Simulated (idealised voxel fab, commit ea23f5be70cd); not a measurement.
process module | voxel wiring stack
cross-section cut | 165 nm wide | cells 5 nm
A cross-section is a grid of square cells, given in bands from the top down. A band is one or more rows of cells.
Each band's line starts with the height of the band's top and of its bottom, in nm. Then come its materials from left to right, each with its width in nm. One material with "throughout" fills the band from edge to edge. "air" is empty space.
Height 0 is the level under which the wafer as received is all one material. The lowest band goes on downwards, as in "0 down".
A width such as "30 to 40" changes by the same amount from each row of cells to the next, from the band's top row to its bottom row.
"no change" after a step means that no cell of the cross-section changed.
closed voids: empty space of 8 cells or more with no open way to the top, each as width x height at its distance from the left edge, in nm
after a step's settings: what the simulator itself notes on the step
overlay nm, on a step with a mask: how far to the right of its planned place the mask lay; to the left if negative
plan
1 op RECEIVE | material Si
2 op CONFORMAL_DEP | material SiO2 | thk nm 15
3 op DIRECTIONAL_DEP | material TiN | thk nm 5
4 op DIRECTIONAL_DEP | material W | thk nm 15
5 op PATTERN | tone cover | mask id METAL_1 | material resist | width nm 30 | pitch nm 50 | thk nm 15 | overlay nm 0
6 op DIRECTIONAL_ETCH | etch materials W | depth nm 15
7 op DIRECTIONAL_ETCH | etch materials TiN | depth nm 5
8 op STRIP | etch materials resist
9 op FILL_DEP | material lowk | thk nm 5
10 op CMP | height nm 35
11 op CONFORMAL_DEP | material SiCN | thk nm 5
12 op DIRECTIONAL_DEP | material SiO2 | thk nm 25
13 op MASKED_ETCH | tone open | mask id METAL_2_HOLES | width nm 15 | pitch nm 50 | etch materials SiO2 | depth nm 25 | overlay nm 0
14 op PATTERN | tone open | mask id METAL_2 | material resist | width nm 30 | pitch nm 50 | thk nm 15 | overlay nm 0
15 op DIRECTIONAL_ETCH | etch materials SiO2 | depth nm 15
16 op DIRECTIONAL_ETCH | etch materials SiCN | depth nm 5
17 op STRIP | etch materials resist
18 op CONFORMAL_DEP | material TiN | thk nm 5
19 op FILL_DEP | material Cu | thk nm 5
20 op CMP | height nm 65
21 op CONFORMAL_DEP | material SiCN | thk nm 5
22 op DIRECTIONAL_DEP | material lowk | thk nm 20
23 op PATTERN | tone open | mask id PLUG_2 | material resist | width nm 15 | pitch nm 50 | thk nm 15 | overlay nm 0
24 op DIRECTIONAL_ETCH | etch materials lowk | depth nm 20
25 op DIRECTIONAL_ETCH | etch materials SiCN | depth nm 5
26 op STRIP | etch materials resist
27 op EPI | material Ru | thk nm 10
28 op EPI | material Ru | thk nm 10
29 op EPI | material Ru | thk nm 5
30 op DIRECTIONAL_DEP | material TiN | thk nm 5
31 op DIRECTIONAL_DEP | material Ru | thk nm 20
32 op MASKED_ETCH | tone cover | mask id METAL_3 | width nm 30 | pitch nm 50 | etch materials Ru | depth nm 20 | overlay nm 0
33 op MASKED_ETCH | tone cover | mask id METAL_3 | width nm 30 | pitch nm 50 | etch materials TiN | depth nm 5 | overlay nm 0
34 op FILL_DEP | material SiO2 | thk nm 5
35 op CMP | height nm 115
36 op CONFORMAL_DEP | material SiCN | thk nm 5
as received, after step 1
  0 down: Si throughout
  closed voids: none
first wafer at the end, as planned
  120 to 115: SiCN throughout
  115 to 95: SiO2 40 | Ru 30 | SiO2 20 | Ru 30 | SiO2 45
  95 to 90: SiO2 40 | TiN 30 | SiO2 20 | TiN 30 | SiO2 45
  90 to 70: lowk 40 | Ru 15 | lowk 35 | Ru 15 | lowk 60
  70 to 65: SiCN 40 | Ru 15 | SiCN 35 | Ru 15 | SiCN 60
  65 to 55: SiO2 40 | TiN 5 | Cu 20 | TiN 5 | SiO2 20 | TiN 5 | Cu 20 | TiN 5 | SiO2 45
  55 to 50: SiO2 40 | TiN 5 | Cu 5 | TiN 20 | SiO2 20 | TiN 5 | Cu 5 | TiN 20 | SiO2 45
  50 to 40: SiO2 40 | TiN 5 | Cu 5 | TiN 5 | SiO2 35 | TiN 5 | Cu 5 | TiN 5 | SiO2 60
  40 to 35: SiCN 40 | TiN 15 | SiCN 35 | TiN 15 | SiCN 60
  35 to 20: lowk 40 | W 30 | lowk 20 | W 30 | lowk 45
  20 to 15: lowk 40 | TiN 30 | lowk 20 | TiN 30 | lowk 45
  15 to 0: SiO2 throughout
  0 down: Si throughout
  closed voids: none
second wafer at the end: like start, like plan, one mistake
  120 to 115: SiCN throughout
  115 to 95: Ru 40 | SiO2 30 | Ru 20 | SiO2 30 | Ru 45
  95 to 90: TiN throughout
  90 to 70: lowk 40 | Ru 15 | lowk 35 | Ru 15 | lowk 60
  70 to 65: SiCN 40 | Ru 15 | SiCN 35 | Ru 15 | SiCN 60
  65 to 55: SiO2 40 | TiN 5 | Cu 20 | TiN 5 | SiO2 20 | TiN 5 | Cu 20 | TiN 5 | SiO2 45
  55 to 50: SiO2 40 | TiN 5 | Cu 5 | TiN 20 | SiO2 20 | TiN 5 | Cu 5 | TiN 20 | SiO2 45
  50 to 40: SiO2 40 | TiN 5 | Cu 5 | TiN 5 | SiO2 35 | TiN 5 | Cu 5 | TiN 5 | SiO2 60
  40 to 35: SiCN 40 | TiN 15 | SiCN 35 | TiN 15 | SiCN 60
  35 to 20: lowk 40 | W 30 | lowk 20 | W 30 | lowk 45
  20 to 15: lowk 40 | TiN 30 | lowk 20 | TiN 30 | lowk 45
  15 to 0: SiO2 throughout
  0 down: Si throughout
  closed voids: none
what went wrong: step 32 ran as: op MASKED_ETCH | tone open | mask id METAL_3 | width nm 30 | pitch nm 50 | etch materials Ru | depth nm 20 | overlay nm 0
at the end the second wafer has, in cells: 36 more of Ru | 57 fewer of SiO2 | 21 more of TiN
